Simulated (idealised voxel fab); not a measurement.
Name of the process module below: voxel transistor to metal
Cross-section cut spans 155 nm and uses square cells 5 nm in size.
This document writes a cross-section as a grid whose cells are square, and gives it as bands, listed from the top down; one or more rows of cells form a band. Heights first: top, then bottom, in nm. Then materials, left to right, each with a width in nm. "edge to edge" on a single material: fills the band edge to edge. "empty": empty space. Below 0: as-received wafer, all one material; heights counted from there. Lowest band: no bottom, goes on down, written "0 nm and below". So if you see something like "30->40" for the width, read it as the top row of the band sitting at the first number and the bottom row at the second, with every row in between moving by the same amount as the last. No cell of the cross-section changed in a step that is given as "changes: none". What "Unvented voids" gives you is every empty space of 8 cells or more that is cut off from the top. Each appears as width x height at distance, with the distance taken from the left edge and width, height and distance all in nm. Note: text after step settings on the step line = simulator remark on that step. You can add "overlay nm" to a step's line. For a step with a mask, it describes how far the mask lay to the right of its planned position, and a negative number describes a lay to the left.
The process steps that were planned are listed below:
1: RECEIVE, material Si
2: OXIDIZE, depth nm 5
3: CONFORMAL_DEP, material SiN, thk nm 15
4: MASKED_ETCH, tone cover, mask id ACTIVE, width nm 95, etch materials SiN, depth nm 15, overlay nm 0
5: MASKED_ETCH, tone cover, mask id ACTIVE, width nm 95, etch materials SiO2, depth nm 5, overlay nm -15
6: MASKED_ETCH, tone cover, mask id ACTIVE, width nm 95, etch materials Si, depth nm 25, overlay nm 0
7: OXIDIZE, depth nm 5
8: FILL_DEP, material SiO2, thk nm 5
9: CMP, height nm 15
10: SELECTIVE_ETCH, etch materials SiO2, depth nm 10
11: STRIP, etch materials SiN
12: SELECTIVE_ETCH, etch materials SiO2, depth nm 5
13: OXIDIZE, depth nm 5
14: DIRECTIONAL_DEP, material polySi, thk nm 20
15: DIRECTIONAL_DEP, material SiCN, thk nm 10
16: MASKED_ETCH, tone cover, mask id GATE, width nm 15, etch materials SiCN, depth nm 20, overlay nm 0
17: MASKED_ETCH, tone cover, mask id GATE, width nm 15, etch materials polySi, depth nm 30, overlay nm 0
18: CONFORMAL_DEP, material SiO2, thk nm 5
19: DIRECTIONAL_ETCH, etch materials SiO2, depth nm 5
20: CONFORMAL_DEP, material SiN, thk nm 10
21: DIRECTIONAL_ETCH, etch materials SiN, depth nm 10
22: DIRECTIONAL_ETCH, etch materials SiO2, depth nm 5
23: DIRECTIONAL_ETCH, etch materials Si, depth nm 15
24: EPI, material pSi, thk nm 20
25: FILL_DEP, material SiO2, thk nm 10
26: CMP, height nm 25
27: DIRECTIONAL_DEP, material SiO2, thk nm 15
28: PATTERN, tone open, mask id CONTACT, material resist, width nm 20, pitch nm 65, thk nm 15, overlay nm 0
29: DIRECTIONAL_ETCH, etch materials SiO2, depth nm 30
30: STRIP, etch materials resist
31: CONFORMAL_DEP, material TiN, thk nm 5
32: FILL_DEP, material W, thk nm 5
33: CMP, height nm 40
34: DIRECTIONAL_DEP, material TiN, thk nm 5
35: DIRECTIONAL_DEP, material Ru, thk nm 25
36: PATTERN, tone cover, mask id METAL_1, material resist, width nm 20, pitch nm 65, thk nm 15, overlay nm 0
37: DIRECTIONAL_ETCH, etch materials Ru, depth nm 25
38: DIRECTIONAL_ETCH, etch materials TiN, depth nm 5
39: STRIP, etch materials resist
40: FILL_DEP, material lowk, thk nm 10
41: CMP, height nm 70
42: CONFORMAL_DEP, material SiCN, thk nm 5
43: DIRECTIONAL_DEP, material SiO2, thk nm 35
44: MASKED_ETCH, tone open, mask id METAL_2_HOLES, width nm 15, pitch nm 65, etch materials SiO2, depth nm 35, overlay nm 0
45: PATTERN, tone open, mask id METAL_2, material resist, width nm 20, pitch nm 65, thk nm 20, overlay nm 0
46: DIRECTIONAL_ETCH, etch materials SiO2, depth nm 20
47: DIRECTIONAL_ETCH, etch materials SiCN, depth nm 5
48: STRIP, etch materials resist
49: CONFORMAL_DEP, material TiN, thk nm 5
50: FILL_DEP, material Ru, thk nm 5
51: CMP, height nm 110
52: CONFORMAL_DEP, material SiCN, thk nm 5
Split variable: overlay nm, step 5. Plan value = first wafer. Wafers start alike.
First of several wafers (as received, post step 1), cross-sectional view:
  0 nm and below: Si edge to edge
  Unvented voids: none
Per-wafer rows below. For each material: cells gained (+) or lost (-) since the wafer was received, as of end of module. Then: closed voids:
overlay nm -15, +60 Ru, -135 Si, +62 SiCN, +28 SiN, +406 SiO2, +72 TiN, +20 W, +138 lowk, +50 pSi, +12 polySi, Unvented voids: none
overlay nm -10, +60 Ru, -140 Si, +62 SiCN, +28 SiN, +411 SiO2, +72 TiN, +20 W, +138 lowk, +50 pSi, +12 polySi, Unvented voids: none
overlay nm -5, +60 Ru, -145 Si, +62 SiCN, +28 SiN, +416 SiO2, +72 TiN, +20 W, +138 lowk, +50 pSi, +12 polySi, Unvented voids: none
overlay nm 0, +60 Ru, -150 Si, +62 SiCN, +28 SiN, +421 SiO2, +72 TiN, +20 W, +138 lowk, +50 pSi, +12 polySi, Unvented voids: none
overlay nm 5, +60 Ru, -145 Si, +62 SiCN, +28 SiN, +416 SiO2, +72 TiN, +20 W, +138 lowk, +50 pSi, +12 polySi, Unvented voids: none
overlay nm 10, +60 Ru, -140 Si, +62 SiCN, +28 SiN, +411 SiO2, +72 TiN, +20 W, +138 lowk, +50 pSi, +12 polySi, Unvented voids: none
overlay nm 15, +60 Ru, -135 Si, +62 SiCN, +28 SiN, +406 SiO2, +72 TiN, +20 W, +138 lowk, +50 pSi, +12 polySi, Unvented voids: none
